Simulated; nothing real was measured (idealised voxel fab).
process module | voxel self aligned vias
cross-section cut | 200 nm wide | cells 5 nm
A cross-section is a grid of square cells, given in bands from the top down. A band is one or more rows of cells.
Each band's line starts with the height of the band's top and of its bottom, in nm. Then come its materials from left to right, each with its width in nm. One material with "throughout" fills the band from edge to edge. "air" is empty space.
Height 0 is the level under which the wafer as received is all one material. The lowest band goes on downwards, as in "0 down".
A width such as "30 to 40" changes by the same amount from each row of cells to the next, from the band's top row to its bottom row.
"no change" after a step means that no cell of the cross-section changed.
closed voids: empty space of 8 cells or more with no open way to the top, each as width x height at its distance from the left edge, in nm
after a step's settings: what the simulator itself notes on the step
overlay nm, on a step with a mask: how far to the right of its planned place the mask lay; to the left if negative
plan
1 op RECEIVE | material Si
2 op CONFORMAL_DEP | material SiO2 | thk nm 10
3 op CONFORMAL_DEP | material SiCN | thk nm 5
4 op DIRECTIONAL_DEP | material SiO2 | thk nm 30
5 op PATTERN | tone open | mask id LINES | material resist | width nm 30 | pitch nm 70 | thk nm 15 | overlay nm 0
6 op DIRECTIONAL_ETCH | etch materials SiO2 | depth nm 30
7 op STRIP | etch materials resist
8 op CONFORMAL_DEP | material TiN | thk nm 5
9 op FILL_DEP | material Ru | thk nm 10
10 op CMP | height nm 45
11 op SELECTIVE_ETCH | etch materials W Ru TiN | depth nm 5
12 op FILL_DEP | material SiN | thk nm 5
13 op CMP | height nm 45
14 op DIRECTIONAL_DEP | material SiO2 | thk nm 20
15 op PATTERN | tone open | mask id VIAS | material resist | width nm 50 | pitch nm 70 | thk nm 15 | overlay nm 0
16 op DIRECTIONAL_ETCH | etch materials SiO2 | depth nm 20
17 op DIRECTIONAL_ETCH | etch materials SiN | depth nm 5
18 op STRIP | etch materials resist
19 op CONFORMAL_DEP | material TiN | thk nm 5
20 op FILL_DEP | material W | thk nm 5
21 op CMP | height nm 65
22 op CONFORMAL_DEP | material SiCN | thk nm 5
as received, after step 1
  0 down: Si throughout
  closed voids: none
first wafer at the end, as planned
  70 to 65: SiCN throughout
  65 to 50: SiO2 40 | TiN 5 | W 40 | TiN 5 | SiO2 20 | TiN 5 | W 40 | TiN 5 | SiO2 40
  50 to 45: SiO2 40 | TiN 15 | W 20 | TiN 15 | SiO2 20 | TiN 15 | W 20 | TiN 15 | SiO2 40
  45 to 40: SiO2 50 | TiN 30 | SiO2 40 | TiN 30 | SiO2 50
  40 to 20: SiO2 50 | TiN 5 | Ru 20 | TiN 5 | SiO2 40 | TiN 5 | Ru 20 | TiN 5 | SiO2 50
  20 to 15: SiO2 50 | TiN 30 | SiO2 40 | TiN 30 | SiO2 50
  15 to 10: SiCN throughout
  10 to 0: SiO2 throughout
  0 down: Si throughout
  closed voids: none
second wafer at the end: like start, like plan, one mistake
  70 to 65: SiCN throughout
  65 to 45: SiO2 40 | TiN 5 | W 40 | TiN 5 | SiO2 20 | TiN 5 | W 40 | TiN 5 | SiO2 40
  45 to 40: SiN 40 | TiN 50 | SiN 20 | TiN 50 | SiN 40
  40 to 35: TiN 55 | Ru 20 | TiN 50 | Ru 20 | TiN 55
  35 to 10: SiO2 50 | TiN 5 | Ru 20 | TiN 5 | SiO2 40 | TiN 5 | Ru 20 | TiN 5 | SiO2 50
  10 to 5: SiO2 50 | TiN 30 | SiO2 40 | TiN 30 | SiO2 50
  5 to 0: SiCN throughout
  0 down: Si throughout
  closed voids: none
what went wrong: step 2 was left out
at the end the second wafer has, in cells: 16 more of Ru | 20 more of SiN | 80 fewer of SiO2 | 36 more of TiN | 8 more of W
